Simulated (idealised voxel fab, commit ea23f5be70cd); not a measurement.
You're looking at the process module voxel capacitor over wiring.
This is section cut - it's 155 nm across, gridded in 5 nm square cells.
A cross-section is a grid of square cells, given in bands from the top down. A band is one or more rows of cells. Heads up on the band format: heights come first, top then bottom, in nm. After that it's the materials left to right, each with its width in nm. A single material flagged "full width" fills the whole band edge to edge, and "air" means there's empty space there. Counting heights begins at 0, where everything beneath is, in the wafer as received, one material. The lowest band has no bottom; it goes on downwards, as "0..down" shows. Width: "30..40" (first number = top row, second number = bottom row, same change from row to row of cells). It should be understood that the words "no change occurred", when stated for a given step, signify that the cross-section underwent no change in any of its cells during that step. Empty spaces counting at least 8 cells and having no open way to the top are listed in "Non-vented voids". The notation width x height at distance is used for each, the distance being from the left edge and all three values in nm. Step line, after settings: the simulator's comment on this step. On any step carrying a mask, the "overlay nm" setting, if present on the step's line, tells how far right of its planned place the mask lay; negative values point to the left.
Process steps (planned)
step 1: op RECEIVE | material Si
step 2: op CONFORMAL_DEP | material SiO2 | thk nm 10
step 3: op DIRECTIONAL_DEP | material TiN | thk nm 5
step 4: op DIRECTIONAL_DEP | material Ru | thk nm 25
step 5: op MASKED_ETCH | tone cover | mask id METAL_1 | width nm 30 | pitch nm 85 | etch materials Ru | depth nm 25 | overlay nm 0
step 6: op MASKED_ETCH | tone cover | mask id METAL_1 | width nm 30 | pitch nm 85 | etch materials TiN | depth nm 5 | overlay nm 0
step 7: op CONFORMAL_DEP | material SiN | thk nm 5
step 8: op FILL_DEP | material lowk | thk nm 5
step 9: op CMP | height nm 40
step 10: op CONFORMAL_DEP | material SiCN | thk nm 5
step 11: op DIRECTIONAL_DEP | material SiO2 | thk nm 20
step 12: op PATTERN | tone open | mask id PLUG_1 | material resist | width nm 15 | thk nm 20 | overlay nm 0
step 13: op DIRECTIONAL_ETCH | etch materials SiO2 | depth nm 20
step 14: op DIRECTIONAL_ETCH | etch materials SiCN | depth nm 5
step 15: op STRIP | etch materials resist
step 16: op EPI | material Ru | thk nm 10
step 17: op EPI | material Ru | thk nm 10
step 18: op EPI | material Ru | thk nm 5
step 19: op DIRECTIONAL_DEP | material TiN | thk nm 10
step 20: op DIRECTIONAL_DEP | material Al2O3 | thk nm 5
step 21: op DIRECTIONAL_DEP | material TiN | thk nm 10
step 22: op MASKED_ETCH | tone cover | mask id UPPER_PLATE | width nm 60 | etch materials TiN | depth nm 10 | overlay nm 0
step 23: op MASKED_ETCH | tone cover | mask id UPPER_PLATE | width nm 60 | etch materials Al2O3 | depth nm 5 | overlay nm 0
step 24: op MASKED_ETCH | tone cover | mask id LOWER_PLATE | width nm 70 | etch materials TiN | depth nm 10 | overlay nm 0
step 25: op FILL_DEP | material SiO2 | thk nm 15
step 26: op CMP | height nm 100
step 27: op MASKED_ETCH | tone open | mask id PLUG_2 | width nm 15 | etch materials SiO2 | depth nm 10 | overlay nm 0
step 28: op CONFORMAL_DEP | material TiN | thk nm 5
step 29: op FILL_DEP | material Cu | thk nm 10
step 30: op CMP | height nm 100
step 31: op CONFORMAL_DEP | material SiCN | thk nm 5
Cross-section of the wafer as it came to us, i.e., already through step 1
  0..down = Si full width
  Non-vented voids: none
Cross-section, end of module. Start: as above. Plan: as above. Execution: one mistake
  105..100 = SiCN full width
  100..95 = SiO2: 45  TiN: 5  Cu: 5  TiN: 5  SiO2: 95
  95..90 = SiO2: 45  TiN: 15  SiO2: 95
  90..80 = SiO2: 35  TiN: 60  SiO2: 60
  80..75 = SiO2: 35  Al2O3: 60  SiO2: 60
  75..65 = SiO2: 30  TiN: 70  SiO2: 55
  65..45 = SiO2: 35  Ru: 15  SiO2: 105
  45..40 = SiCN: 35  Ru: 15  SiCN: 105
  40..35 = SiN: 20  TiN: 30  SiN: 55  TiN: 30  SiN: 20
  35..10 = Ru full width
  10..0 = SiO2 full width
  0..down = Si full width
  Non-vented voids: none
What was the processing mistake? steps 3 and 4: order swapped relative to plan
